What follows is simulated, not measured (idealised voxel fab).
Herein follows the process module entitled voxel transistor to metal.
We display cut, a cross-section 300 nm in width whose square cells are each 5 nm.
Cross-section format: a grid of square cells, given as bands from top to bottom; each band is one or more rows of cells.
The entry gives the band's vertical extent as a top height and a bottom height in nm, then its horizontal make-up as materials from left to right, each with a width in nm. "empty" stands for empty space; a single material marked "edge to edge" fills the band edge to edge.
Heads up on the height convention: 0 is the point under which the incoming wafer is all one material, and the lowest band has no bottom, it just keeps going down, like "0 nm and below".
Top row gets the first number, bottom row gets the second, and each row in between changes by the same step: that is how a band width like "30..40" works.
Any step labelled "nothing got changed" changed none of the cells in the cross-section.
Enclosed voids (no open way to top), threshold 8 cells or more, entry "Sealed voids", notation width x height at distance, distance from left edge, nm.
Whatever follows a step's settings on its line is a remark the simulator itself makes about that step.
"overlay nm" denotes, for a step that has a mask, the displacement of the mask to the right of its planned place, with negative values corresponding to the left.
Below you will find pairs of cross-sections. In each, one shows the wafer before one process step and the other after it, with the after view ending at the lowest band that changed. Under each pair is the step separating them, along with its settings. Do not assume the pairs form a chain: they can come from different runs of this module on the same starting wafer, and a pair continues from the pair above it only when its "Pre-step" entry says so.
Pre-step:
80 nm to 65 nm = SiO2: 45 | empty: 15 | SiO2: 110 | empty: 15 | SiO2: 115
65 nm to 50 nm = SiO2 edge to edge
50 nm to 45 nm = SiCN edge to edge
45 nm to 25 nm = lowk: 45 | TiN: 5 | Ru: 5 | TiN: 5 | lowk: 55 | TiN: 5 | Ru: 5 | TiN: 5 | lowk: 40 | TiN: 5 | Ru: 5 | TiN: 5 | lowk: 55 | TiN: 5 | Ru: 5 | TiN: 5 | lowk: 45
25 nm to 20 nm = SiCN: 45 | TiN: 15 | SiCN: 55 | TiN: 15 | SiCN: 40 | TiN: 15 | SiCN: 55 | TiN: 15 | SiCN: 45
20 nm to 10 nm = SiO2: 45 | TiN: 5 | Ru: 5 | TiN: 5 | SiO2: 55 | TiN: 5 | Ru: 5 | TiN: 5 | SiO2: 40 | TiN: 5 | Ru: 5 | TiN: 5 | SiO2: 55 | TiN: 5 | Ru: 5 | TiN: 5 | SiO2: 45
10 nm to 0 nm = SiO2: 45 | TiN: 5 | Ru: 5 | TiN: 5 | SiO2: 5 | SiN: 10 | HfO2: 5 | TiN: 5 | W: 5 | TiN: 5 | HfO2: 5 | SiN: 10 | SiO2: 5 | TiN: 5 | Ru: 5 | TiN: 5 | SiO2: 40 | TiN: 5 | Ru: 5 | TiN: 5 | SiO2: 5 | SiN: 10 | HfO2: 5 | TiN: 5 | W: 5 | TiN: 5 | HfO2: 5 | SiN: 10 | SiO2: 5 | TiN: 5 | Ru: 5 | TiN: 5 | SiO2: 45
0 nm to -5 nm = SiO2: 35 | SiN: 10 | TiN: 15 | SiO2: 5 | SiN: 10 | HfO2: 5 | TiN: 15 | HfO2: 5 | SiN: 10 | SiO2: 5 | TiN: 15 | SiO2: 5 | SiN: 10 | SiO2: 15 | SiN: 10 | TiN: 15 | SiO2: 5 | SiN: 10 | HfO2: 5 | TiN: 15 | HfO2: 5 | SiN: 10 | SiO2: 5 | TiN: 15 | SiO2: 5 | SiN: 10 | SiO2: 30
-5 nm to -10 nm = SiO2: 45 | nSi: 20 | SiO2: 5 | HfO2: 35 | SiO2: 5 | nSi: 25 | SiO2: 35 | nSi: 20 | SiO2: 5 | HfO2: 35 | SiO2: 5 | nSi: 25 | SiO2: 40
-10 nm to -35 nm = SiO2: 40 | Si: 100 | SiO2: 25 | Si: 100 | SiO2: 35
-35 nm and below = Si edge to edge
Sealed voids: none
As Processed:
100 nm to 80 nm = resist: 45 | empty: 15 | resist: 110 | empty: 15 | resist: 115
below 80: unchanged
Sealed voids: none
The transition between the preceding cross-sections is accomplished by PATTERN with tone open, mask id METAL_2_HOLES, material resist, width nm 15, pitch nm 125, thk nm 20, overlay nm 0
Pre-step: nothing new to draw here, it's the after view of the pair just above.
As Processed:
100 nm to 80 nm = resist: 45 | empty: 15 | resist: 110 | empty: 15 | resist: 115
80 nm to 50 nm = SiO2: 45 | empty: 15 | SiO2: 110 | empty: 15 | SiO2: 115
below 50: unchanged
Sealed voids: none
The transition between the preceding cross-sections is accomplished by DIRECTIONAL_ETCH with etch materials SiO2, depth nm 15
Pre-step: nothing new to draw here, it's the after view of the pair just above.
As Processed:
100 nm to 80 nm = resist: 45 | empty: 15 | resist: 110 | empty: 15 | resist: 115
80 nm to 50 nm = SiO2: 45 | empty: 15 | SiO2: 110 | empty: 15 | SiO2: 115
50 nm to 45 nm = SiCN: 45 | empty: 15 | SiCN: 110 | empty: 15 | SiCN: 115
below 45: unchanged
Sealed voids: none
The transition between the preceding cross-sections is accomplished by DIRECTIONAL_ETCH with etch materials SiCN, depth nm 5
Pre-step: nothing new to draw here, it's the after view of the pair just above.
As Processed:
80 nm to 50 nm = SiO2: 45 | empty: 15 | SiO2: 110 | empty: 15 | SiO2: 115
below 50: unchanged
Sealed voids: none
The transition between the preceding cross-sections is accomplished by STRIP with etch materials resist
Pre-step: nothing new to draw here, it's the after view of the pair just above.
As Processed:
85 nm to 80 nm = TiN: 50 | empty: 5 | TiN: 120 | empty: 5 | TiN: 120
80 nm to 50 nm = SiO2: 45 | TiN: 5 | empty: 5 | TiN: 5 | SiO2: 110 | TiN: 5 | empty: 5 | TiN: 5 | SiO2: 115
50 nm to 45 nm = SiCN: 45 | TiN: 15 | SiCN: 110 | TiN: 15 | SiCN: 115
below 45: unchanged
Sealed voids: none
The transition between the preceding cross-sections is accomplished by CONFORMAL_DEP with material TiN, thk nm 5
Pre-step: nothing new to draw here, it's the after view of the pair just above.
As Processed:
95 nm to 85 nm = Ru edge to edge
85 nm to 80 nm = TiN: 50 | Ru: 5 | TiN: 120 | Ru: 5 | TiN: 120
80 nm to 50 nm = SiO2: 45 | TiN: 5 | Ru: 5 | TiN: 5 | SiO2: 110 | TiN: 5 | Ru: 5 | TiN: 5 | SiO2: 115
below 50: unchanged
Sealed voids: none
The transition between the preceding cross-sections is accomplished by FILL_DEP with material Ru, thk nm 10
Pre-step: nothing new to draw here, it's the after view of the pair just above.
As Processed:
80 nm to 50 nm = SiO2: 45 | TiN: 5 | Ru: 5 | TiN: 5 | SiO2: 110 | TiN: 5 | Ru: 5 | TiN: 5 | SiO2: 115
below 50: unchanged
Sealed voids: none
The transition between the preceding cross-sections is accomplished by CMP with height nm 80
Pre-step: nothing new to draw here, it's the after view of the pair just above.
As Processed:
85 nm to 80 nm = SiN edge to edge
below 80: unchanged
Sealed voids: none
The transition between the preceding cross-sections is accomplished by CONFORMAL_DEP with material SiN, thk nm 5
Pre-step:
30 nm to 15 nm = aC edge to edge
15 nm to 0 nm = SiN edge to edge
0 nm to -5 nm = SiO2 edge to edge
-5 nm and below = Si edge to edge
Sealed voids: none
As Processed:
65 nm to 30 nm = empty: 50 | resist: 95 | empty: 30 | resist: 95 | empty: 30
below 30: unchanged
Sealed voids: none
The transition between the preceding cross-sections is accomplished by PATTERN with tone cover, mask id ACTIVE, material resist, width nm 95, pitch nm 125, thk nm 35, overlay nm 10
Pre-step: nothing new to draw here, it's the after view of the pair just above.
As Processed:
50 nm to 30 nm = empty: 50 | resist: 95 | empty: 30 | resist: 95 | empty: 30
30 nm to 15 nm = empty: 50 | aC: 95 | empty: 30 | aC: 95 | empty: 30
below 15: unchanged
Sealed voids: none
The transition between the preceding cross-sections is accomplished by DIRECTIONAL_ETCH with etch materials aC, depth nm 15
Pre-step: nothing new to draw here, it's the after view of the pair just above.
As Processed:
30 nm to 15 nm = empty: 50 | aC: 95 | empty: 30 | aC: 95 | empty: 30
below 15: unchanged
Sealed voids: none
The transition between the preceding cross-sections is accomplished by STRIP with etch materials resist
Pre-step: nothing new to draw here, it's the after view of the pair just above.
As Processed:
30 nm to 15 nm = empty: 50 | aC: 95 | empty: 30 | aC: 95 | empty: 30
15 nm to 0 nm = empty: 50 | SiN: 95 | empty: 30 | SiN: 95 | empty: 30
below 0: unchanged
Sealed voids: none
The transition between the preceding cross-sections is accomplished by DIRECTIONAL_ETCH with etch materials SiN, depth nm 15
Pre-step: nothing new to draw here, it's the after view of the pair just above.
As Processed:
30 nm to 15 nm = empty: 50 | aC: 95 | empty: 30 | aC: 95 | empty: 30
15 nm to 0 nm = empty: 50 | SiN: 95 | empty: 30 | SiN: 95 | empty: 30
0 nm to -5 nm = empty: 50 | SiO2: 95 | empty: 30 | SiO2: 95 | empty: 30
below -5: unchanged
Sealed voids: none
The transition between the preceding cross-sections is accomplished by DIRECTIONAL_ETCH with etch materials SiO2, depth nm 5
Pre-step: nothing new to draw here, it's the after view of the pair just above.
As Processed:
30 nm to 15 nm = empty: 50 | aC: 95 | empty: 30 | aC: 95 | empty: 30
15 nm to 0 nm = empty: 50 | SiN: 95 | empty: 30 | SiN: 95 | empty: 30
0 nm to -5 nm = empty: 50 | SiO2: 95 | empty: 30 | SiO2: 95 | empty: 30
-5 nm to -35 nm = empty: 50 | Si: 95 | empty: 30 | Si: 95 | empty: 30
below -35: unchanged
Sealed voids: none
The transition between the preceding cross-sections is accomplished by DIRECTIONAL_ETCH with etch materials Si, depth nm 30
Pre-step: nothing new to draw here, it's the after view of the pair just above.
As Processed:
15 nm to 0 nm = empty: 50 | SiN: 95 | empty: 30 | SiN: 95 | empty: 30
below 0: unchanged
Sealed voids: none
The transition between the preceding cross-sections is accomplished by STRIP with etch materials aC
Pre-step: nothing new to draw here, it's the after view of the pair just above.
As Processed:
30 nm to 15 nm = SiO2 edge to edge
15 nm to 0 nm = SiO2: 50 | SiN: 95 | SiO2: 30 | SiN: 95 | SiO2: 30
0 nm to -5 nm = SiO2 edge to edge
-5 nm to -35 nm = SiO2: 50 | Si: 95 | SiO2: 30 | Si: 95 | SiO2: 30
below -35: unchanged
Sealed voids: none
The transition between the preceding cross-sections is accomplished by FILL_DEP with material SiO2, thk nm 15
Pre-step: nothing new to draw here, it's the after view of the pair just above.
As Processed:
15 nm to 0 nm = SiO2: 50 | SiN: 95 | SiO2: 30 | SiN: 95 | SiO2: 30
below 0: unchanged
Sealed voids: none
The transition between the preceding cross-sections is accomplished by CMP with height nm 15
Pre-step: nothing new to draw here, it's the after view of the pair just above.
As Processed:
15 nm to 5 nm = empty: 50 | SiN: 95 | empty: 30 | SiN: 95 | empty: 30
below 5: unchanged
Sealed voids: none
The transition between the preceding cross-sections is accomplished by SELECTIVE_ETCH with etch materials SiO2, depth nm 10
Pre-step: nothing new to draw here, it's the after view of the pair just above.
As Processed:
5 nm to 0 nm = SiO2: 50 | empty: 95 | SiO2: 30 | empty: 95 | SiO2: 30
below 0: unchanged
Sealed voids: none
The transition between the preceding cross-sections is accomplished by STRIP with etch materials SiN
Pre-step: nothing new to draw here, it's the after view of the pair just above.
As Processed:
0 nm to -5 nm = SiO2: 45 | empty: 105 | SiO2: 20 | empty: 105 | SiO2: 25
below -5: unchanged
Sealed voids: none
The transition between the preceding cross-sections is accomplished by SELECTIVE_ETCH with etch materials SiO2, depth nm 5
Pre-step: nothing new to draw here, it's the after view of the pair just above.
As Processed:
0 nm to -5 nm = SiO2: 45 | empty: 105 | SiO2: 20 | empty: 105 | SiO2: 25
-5 nm to -10 nm = SiO2 edge to edge
below -10: unchanged
Sealed voids: none
The transition between the preceding cross-sections is accomplished by OXIDIZE with depth nm 5
Pre-step: nothing new to draw here, it's the after view of the pair just above.
As Processed:
20 nm to 15 nm = polySi: 45 | empty: 105 | polySi: 20 | empty: 105 | polySi: 25
15 nm to 0 nm = polySi edge to edge
0 nm to -5 nm = SiO2: 45 | polySi: 105 | SiO2: 20 | polySi: 105 | SiO2: 25
below -5: unchanged
Sealed voids: none
The transition between the preceding cross-sections is accomplished by DIRECTIONAL_DEP with material polySi, thk nm 20
Pre-step: nothing new to draw here, it's the after view of the pair just above.
As Processed:
35 nm to 30 nm = SiCN: 45 | empty: 105 | SiCN: 20 | empty: 105 | SiCN: 25
30 nm to 20 nm = SiCN edge to edge
20 nm to 15 nm = polySi: 45 | SiCN: 105 | polySi: 20 | SiCN: 105 | polySi: 25
below 15: unchanged
Sealed voids: none
The transition between the preceding cross-sections is accomplished by DIRECTIONAL_DEP with material SiCN, thk nm 15
Pre-step: nothing new to draw here, it's the after view of the pair just above.
As Processed:
30 nm to 20 nm = empty: 75 | SiCN: 25 | empty: 100 | SiCN: 25 | empty: 75
20 nm to 15 nm = polySi: 45 | empty: 30 | SiCN: 25 | empty: 50 | polySi: 20 | empty: 30 | SiCN: 25 | empty: 50 | polySi: 25
below 15: unchanged
Sealed voids: none
The transition between the preceding cross-sections is accomplished by MASKED_ETCH with tone cover, mask id GATE, width nm 25, pitch nm 125, etch materials SiCN, depth nm 25, overlay nm 0
Pre-step: nothing new to draw here, it's the after view of the pair just above.
As Processed:
30 nm to 15 nm = empty: 75 | SiCN: 25 | empty: 100 | SiCN: 25 | empty: 75
15 nm to 0 nm = empty: 75 | polySi: 25 | empty: 100 | polySi: 25 | empty: 75
0 nm to -5 nm = SiO2: 45 | empty: 30 | polySi: 25 | empty: 50 | SiO2: 20 | empty: 30 | polySi: 25 | empty: 50 | SiO2: 25
below -5: unchanged
Sealed voids: none
The transition between the preceding cross-sections is accomplished by MASKED_ETCH with tone cover, mask id GATE, width nm 25, pitch nm 125, etch materials polySi, depth nm 30, overlay nm 0
Pre-step: nothing new to draw here, it's the after view of the pair just above.
As Processed:
40 nm to 30 nm = empty: 65 | SiN: 45 | empty: 80 | SiN: 45 | empty: 65
30 nm to 15 nm = empty: 65 | SiN: 10 | SiCN: 25 | SiN: 10 | empty: 80 | SiN: 10 | SiCN: 25 | SiN: 10 | empty: 65
15 nm to 10 nm = empty: 65 | SiN: 10 | polySi: 25 | SiN: 10 | empty: 80 | SiN: 10 | polySi: 25 | SiN: 10 | empty: 65
10 nm to 5 nm = SiN: 55 | empty: 10 | SiN: 10 | polySi: 25 | SiN: 10 | empty: 30 | SiN: 40 | empty: 10 | SiN: 10 | polySi: 25 | SiN: 10 | empty: 30 | SiN: 35
5 nm to 0 nm = SiN: 75 | polySi: 25 | SiN: 100 | polySi: 25 | SiN: 75
0 nm to -5 nm = SiO2: 45 | SiN: 30 | polySi: 25 | SiN: 50 | SiO2: 20 | SiN: 30 | polySi: 25 | SiN: 50 | SiO2: 25
below -5: unchanged
Sealed voids: none
The transition between the preceding cross-sections is accomplished by CONFORMAL_DEP with material SiN, thk nm 10
Pre-step: nothing new to draw here, it's the after view of the pair just above.
As Processed:
30 nm to 15 nm = empty: 65 | SiN: 10 | SiCN: 25 | SiN: 10 | empty: 80 | SiN: 10 | SiCN: 25 | SiN: 10 | empty: 65
15 nm to 0 nm = empty: 65 | SiN: 10 | polySi: 25 | SiN: 10 | empty: 80 | SiN: 10 | polySi: 25 | SiN: 10 | empty: 65
0 nm to -5 nm = SiO2: 45 | SiN: 10 | empty: 10 | SiN: 10 | polySi: 25 | SiN: 10 | empty: 30 | SiN: 10 | SiO2: 20 | SiN: 10 | empty: 10 | SiN: 10 | polySi: 25 | SiN: 10 | empty: 30 | SiN: 10 | SiO2: 25
below -5: unchanged
Sealed voids: none
The transition between the preceding cross-sections is accomplished by DIRECTIONAL_ETCH with etch materials SiN, depth nm 10
Pre-step: nothing new to draw here, it's the after view of the pair just above.
As Processed:
30 nm to 15 nm = empty: 65 | SiN: 10 | SiCN: 25 | SiN: 10 | empty: 80 | SiN: 10 | SiCN: 25 | SiN: 10 | empty: 65
15 nm to 0 nm = empty: 65 | SiN: 10 | polySi: 25 | SiN: 10 | empty: 80 | SiN: 10 | polySi: 25 | SiN: 10 | empty: 65
0 nm to -5 nm = empty: 45 | SiN: 10 | empty: 10 | SiN: 10 | polySi: 25 | SiN: 10 | empty: 30 | SiN: 10 | empty: 20 | SiN: 10 | empty: 10 | SiN: 10 | polySi: 25 | SiN: 10 | empty: 30 | SiN: 10 | empty: 25
-5 nm to -10 nm = SiO2: 55 | empty: 10 | SiO2: 45 | empty: 30 | SiO2: 40 | empty: 10 | SiO2: 45 | empty: 30 | SiO2: 35
below -10: unchanged
Sealed voids: none
The transition between the preceding cross-sections is accomplished by DIRECTIONAL_ETCH with etch materials SiO2, depth nm 5
Pre-step: nothing new to draw here, it's the after view of the pair just above.
As Processed:
30 nm to 15 nm = empty: 65 | SiN: 10 | SiCN: 25 | SiN: 10 | empty: 80 | SiN: 10 | SiCN: 25 | SiN: 10 | empty: 65
15 nm to 0 nm = empty: 65 | SiN: 10 | polySi: 25 | SiN: 10 | empty: 80 | SiN: 10 | polySi: 25 | SiN: 10 | empty: 65
0 nm to -5 nm = empty: 45 | SiN: 10 | empty: 10 | SiN: 10 | polySi: 25 | SiN: 10 | empty: 30 | SiN: 10 | empty: 20 | SiN: 10 | empty: 10 | SiN: 10 | polySi: 25 | SiN: 10 | empty: 30 | SiN: 10 | empty: 25
-5 nm to -10 nm = SiO2: 55 | nSi: 10 | SiO2: 45 | nSi: 30 | SiO2: 40 | nSi: 10 | SiO2: 45 | nSi: 30 | SiO2: 35
below -10: unchanged
Sealed voids: none
The transition between the preceding cross-sections is accomplished by EPI with material nSi, thk nm 5
Pre-step: nothing new to draw here, it's the after view of the pair just above.
As Processed:
35 nm to 30 nm = SiO2 edge to edge
30 nm to 15 nm = SiO2: 65 | SiN: 10 | SiCN: 25 | SiN: 10 | SiO2: 80 | SiN: 10 | SiCN: 25 | SiN: 10 | SiO2: 65
15 nm to 0 nm = SiO2: 65 | SiN: 10 | polySi: 25 | SiN: 10 | SiO2: 80 | SiN: 10 | polySi: 25 | SiN: 10 | SiO2: 65
0 nm to -5 nm = SiO2: 45 | SiN: 10 | SiO2: 10 | SiN: 10 | polySi: 25 | SiN: 10 | SiO2: 30 | SiN: 10 | SiO2: 20 | SiN: 10 | SiO2: 10 | SiN: 10 | polySi: 25 | SiN: 10 | SiO2: 30 | SiN: 10 | SiO2: 25
below -5: unchanged
Sealed voids: none
The transition between the preceding cross-sections is accomplished by FILL_DEP with material SiO2, thk nm 5
Pre-step: nothing new to draw here, it's the after view of the pair just above.
As Processed:
15 nm to 0 nm = SiO2: 65 | SiN: 10 | polySi: 25 | SiN: 10 | SiO2: 80 | SiN: 10 | polySi: 25 | SiN: 10 | SiO2: 65
below 0: unchanged
Sealed voids: none
The transition between the preceding cross-sections is accomplished by CMP with height nm 15
Pre-step: nothing new to draw here, it's the after view of the pair just above.
As Processed:
15 nm to 0 nm = SiO2: 65 | SiN: 10 | empty: 25 | SiN: 10 | SiO2: 80 | SiN: 10 | empty: 25 | SiN: 10 | SiO2: 65
0 nm to -5 nm = SiO2: 45 | SiN: 10 | SiO2: 10 | SiN: 10 | empty: 25 | SiN: 10 | SiO2: 30 | SiN: 10 | SiO2: 20 | SiN: 10 | SiO2: 10 | SiN: 10 | empty: 25 | SiN: 10 | SiO2: 30 | SiN: 10 | SiO2: 25
below -5: unchanged
Sealed voids: none
The transition between the preceding cross-sections is accomplished by STRIP with etch materials polySi
Pre-step: nothing new to draw here, it's the after view of the pair just above.
As Processed:
15 nm to 10 nm = empty: 65 | SiN: 10 | empty: 25 | SiN: 10 | empty: 80 | SiN: 10 | empty: 25 | SiN: 10 | empty: 65
10 nm to 0 nm = SiO2: 65 | SiN: 10 | empty: 25 | SiN: 10 | SiO2: 80 | SiN: 10 | empty: 25 | SiN: 10 | SiO2: 65
0 nm to -5 nm = SiO2: 45 | SiN: 10 | SiO2: 10 | SiN: 10 | empty: 25 | SiN: 10 | SiO2: 30 | SiN: 10 | SiO2: 20 | SiN: 10 | SiO2: 10 | SiN: 10 | empty: 25 | SiN: 10 | SiO2: 30 | SiN: 10 | SiO2: 25
-5 nm to -10 nm = SiO2: 55 | nSi: 10 | SiO2: 5 | empty: 35 | SiO2: 5 | nSi: 30 | SiO2: 40 | nSi: 10 | SiO2: 5 | empty: 35 | SiO2: 5 | nSi: 30 | SiO2: 35
below -10: unchanged
Sealed voids: none
The transition between the preceding cross-sections is accomplished by SELECTIVE_ETCH with etch materials SiO2, depth nm 5
Pre-step: nothing new to draw here, it's the after view of the pair just above.
As Processed:
20 nm to 15 nm = empty: 60 | HfO2: 20 | empty: 15 | HfO2: 20 | empty: 70 | HfO2: 20 | empty: 15 | HfO2: 20 | empty: 60
15 nm to 10 nm = HfO2: 65 | SiN: 10 | HfO2: 5 | empty: 15 | HfO2: 5 | SiN: 10 | HfO2: 80 | SiN: 10 | HfO2: 5 | empty: 15 | HfO2: 5 | SiN: 10 | HfO2: 65
10 nm to 0 nm = SiO2: 65 | SiN: 10 | HfO2: 5 | empty: 15 | HfO2: 5 | SiN: 10 | SiO2: 80 | SiN: 10 | HfO2: 5 | empty: 15 | HfO2: 5 | SiN: 10 | SiO2: 65
0 nm to -5 nm = SiO2: 45 | SiN: 10 | SiO2: 10 | SiN: 10 | HfO2: 5 | empty: 15 | HfO2: 5 | SiN: 10 | SiO2: 30 | SiN: 10 | SiO2: 20 | SiN: 10 | SiO2: 10 | SiN: 10 | HfO2: 5 | empty: 15 | HfO2: 5 | SiN: 10 | SiO2: 30 | SiN: 10 | SiO2: 25
-5 nm to -10 nm = SiO2: 55 | nSi: 10 | SiO2: 5 | HfO2: 35 | SiO2: 5 | nSi: 30 | SiO2: 40 | nSi: 10 | SiO2: 5 | HfO2: 35 | SiO2: 5 | nSi: 30 | SiO2: 35
below -10: unchanged
Sealed voids: none
The transition between the preceding cross-sections is accomplished by CONFORMAL_DEP with material HfO2, thk nm 5
Pre-step: nothing new to draw here, it's the after view of the pair just above.
As Processed:
25 nm to 20 nm = empty: 55 | TiN: 30 | empty: 5 | TiN: 30 | empty: 60 | TiN: 30 | empty: 5 | TiN: 30 | empty: 55
20 nm to 15 nm = TiN: 60 | HfO2: 20 | TiN: 5 | empty: 5 | TiN: 5 | HfO2: 20 | TiN: 70 | HfO2: 20 | TiN: 5 | empty: 5 | TiN: 5 | HfO2: 20 | TiN: 60
15 nm to 10 nm = HfO2: 65 | SiN: 10 | HfO2: 5 | TiN: 5 | empty: 5 | TiN: 5 | HfO2: 5 | SiN: 10 | HfO2: 80 | SiN: 10 | HfO2: 5 | TiN: 5 | empty: 5 | TiN: 5 | HfO2: 5 | SiN: 10 | HfO2: 65
10 nm to 0 nm = SiO2: 65 | SiN: 10 | HfO2: 5 | TiN: 5 | empty: 5 | TiN: 5 | HfO2: 5 | SiN: 10 | SiO2: 80 | SiN: 10 | HfO2: 5 | TiN: 5 | empty: 5 | TiN: 5 | HfO2: 5 | SiN: 10 | SiO2: 65
0 nm to -5 nm = SiO2: 45 | SiN: 10 | SiO2: 10 | SiN: 10 | HfO2: 5 | TiN: 15 | HfO2: 5 | SiN: 10 | SiO2: 30 | SiN: 10 | SiO2: 20 | SiN: 10 | SiO2: 10 | SiN: 10 | HfO2: 5 | TiN: 15 | HfO2: 5 | SiN: 10 | SiO2: 30 | SiN: 10 | SiO2: 25
below -5: unchanged
Sealed voids: none
The transition between the preceding cross-sections is accomplished by CONFORMAL_DEP with material TiN, thk nm 5
Pre-step: nothing new to draw here, it's the after view of the pair just above.
As Processed:
30 nm to 25 nm = W edge to edge
25 nm to 20 nm = W: 55 | TiN: 30 | W: 5 | TiN: 30 | W: 60 | TiN: 30 | W: 5 | TiN: 30 | W: 55
20 nm to 15 nm = TiN: 60 | HfO2: 20 | TiN: 5 | W: 5 | TiN: 5 | HfO2: 20 | TiN: 70 | HfO2: 20 | TiN: 5 | W: 5 | TiN: 5 | HfO2: 20 | TiN: 60
15 nm to 10 nm = HfO2: 65 | SiN: 10 | HfO2: 5 | TiN: 5 | W: 5 | TiN: 5 | HfO2: 5 | SiN: 10 | HfO2: 80 | SiN: 10 | HfO2: 5 | TiN: 5 | W: 5 | TiN: 5 | HfO2: 5 | SiN: 10 | HfO2: 65
10 nm to 0 nm = SiO2: 65 | SiN: 10 | HfO2: 5 | TiN: 5 | W: 5 | TiN: 5 | HfO2: 5 | SiN: 10 | SiO2: 80 | SiN: 10 | HfO2: 5 | TiN: 5 | W: 5 | TiN: 5 | HfO2: 5 | SiN: 10 | SiO2: 65
below 0: unchanged
Sealed voids: none
The transition between the preceding cross-sections is accomplished by FILL_DEP with material W, thk nm 5
Pre-step: nothing new to draw here, it's the after view of the pair just above.
As Processed:
10 nm to 0 nm = SiO2: 65 | SiN: 10 | HfO2: 5 | TiN: 5 | W: 5 | TiN: 5 | HfO2: 5 | SiN: 10 | SiO2: 80 | SiN: 10 | HfO2: 5 | TiN: 5 | W: 5 | TiN: 5 | HfO2: 5 | SiN: 10 | SiO2: 65
below 0: unchanged
Sealed voids: none
The transition between the preceding cross-sections is accomplished by CMP with height nm 10
Pre-step: nothing new to draw here, it's the after view of the pair just above.
As Processed:
20 nm to 10 nm = SiO2 edge to edge
below 10: unchanged
Sealed voids: none
The transition between the preceding cross-sections is accomplished by DIRECTIONAL_DEP with material SiO2, thk nm 10
Pre-step: nothing new to draw here, it's the after view of the pair just above.
As Processed:
40 nm to 20 nm = resist: 45 | empty: 15 | resist: 55 | empty: 15 | resist: 40 | empty: 15 | resist: 55 | empty: 15 | resist: 45
below 20: unchanged
Sealed voids: none
The transition between the preceding cross-sections is accomplished by PATTERN with tone open, mask id CONTACT, material resist, width nm 15, thk nm 20, overlay nm 0
Pre-step: nothing new to draw here, it's the after view of the pair just above.
As Processed:
40 nm to 20 nm = resist: 45 | empty: 15 | resist: 55 | empty: 15 | resist: 40 | empty: 15 | resist: 55 | empty: 15 | resist: 45
20 nm to 10 nm = SiO2: 45 | empty: 15 | SiO2: 55 | empty: 15 | SiO2: 40 | empty: 15 | SiO2: 55 | empty: 15 | SiO2: 45
10 nm to 0 nm = SiO2: 45 | empty: 15 | SiO2: 5 | SiN: 10 | HfO2: 5 | TiN: 5 | W: 5 | TiN: 5 | HfO2: 5 | SiN: 10 | SiO2: 5 | empty: 15 | SiO2: 40 | empty: 15 | SiO2: 5 | SiN: 10 | HfO2: 5 | TiN: 5 | W: 5 | TiN: 5 | HfO2: 5 | SiN: 10 | SiO2: 5 | empty: 15 | SiO2: 45
0 nm to -5 nm = SiO2: 45 | SiN: 10 | empty: 5 | SiO2: 5 | SiN: 10 | HfO2: 5 | TiN: 15 | HfO2: 5 | SiN: 10 | SiO2: 5 | empty: 15 | SiO2: 10 | SiN: 10 | SiO2: 20 | SiN: 10 | empty: 5 | SiO2: 5 | SiN: 10 | HfO2: 5 | TiN: 15 | HfO2: 5 | SiN: 10 | SiO2: 5 | empty: 15 | SiO2: 10 | SiN: 10 | SiO2: 25
below -5: unchanged
Sealed voids: none
The transition between the preceding cross-sections is accomplished by DIRECTIONAL_ETCH with etch materials SiO2, depth nm 25
Pre-step: nothing new to draw here, it's the after view of the pair just above.
As Processed:
20 nm to 10 nm = SiO2: 45 | empty: 15 | SiO2: 55 | empty: 15 | SiO2: 40 | empty: 15 | SiO2: 55 | empty: 15 | SiO2: 45
below 10: unchanged
Sealed voids: none
The transition between the preceding cross-sections is accomplished by STRIP with etch materials resist
Pre-step: nothing new to draw here, it's the after view of the pair just above.
As Processed:
25 nm to 20 nm = TiN: 50 | empty: 5 | TiN: 65 | empty: 5 | TiN: 50 | empty: 5 | TiN: 65 | empty: 5 | TiN: 50
20 nm to 10 nm = SiO2: 45 | TiN: 5 | empty: 5 | TiN: 5 | SiO2: 55 | TiN: 5 | empty: 5 | TiN: 5 | SiO2: 40 | TiN: 5 | empty: 5 | TiN: 5 | SiO2: 55 | TiN: 5 | empty: 5 | TiN: 5 | SiO2: 45
10 nm to 5 nm = SiO2: 45 | TiN: 5 | empty: 5 | TiN: 5 | SiO2: 5 | SiN: 10 | HfO2: 5 | TiN: 5 | W: 5 | TiN: 5 | HfO2: 5 | SiN: 10 | SiO2: 5 | TiN: 5 | empty: 5 | TiN: 5 | SiO2: 40 | TiN: 5 | empty: 5 | TiN: 5 | SiO2: 5 | SiN: 10 | HfO2: 5 | TiN: 5 | W: 5 | TiN: 5 | HfO2: 5 | SiN: 10 | SiO2: 5 | TiN: 5 | empty: 5 | TiN: 5 | SiO2: 45
5 nm to 0 nm = SiO2: 45 | TiN: 15 | SiO2: 5 | SiN: 10 | HfO2: 5 | TiN: 5 | W: 5 | TiN: 5 | HfO2: 5 | SiN: 10 | SiO2: 5 | TiN: 5 | empty: 5 | TiN: 5 | SiO2: 40 | TiN: 15 | SiO2: 5 | SiN: 10 | HfO2: 5 | TiN: 5 | W: 5 | TiN: 5 | HfO2: 5 | SiN: 10 | SiO2: 5 | TiN: 5 | empty: 5 | TiN: 5 | SiO2: 45
0 nm to -5 nm = SiO2: 45 | SiN: 10 | TiN: 5 | SiO2: 5 | SiN: 10 | HfO2: 5 | TiN: 15 | HfO2: 5 | SiN: 10 | SiO2: 5 | TiN: 15 | SiO2: 10 | SiN: 10 | SiO2: 20 | SiN: 10 | TiN: 5 | SiO2: 5 | SiN: 10 | HfO2: 5 | TiN: 15 | HfO2: 5 | SiN: 10 | SiO2: 5 | TiN: 15 | SiO2: 10 | SiN: 10 | SiO2: 25
below -5: unchanged
Sealed voids: none
The transition between the preceding cross-sections is accomplished by CONFORMAL_DEP with material TiN, thk nm 5
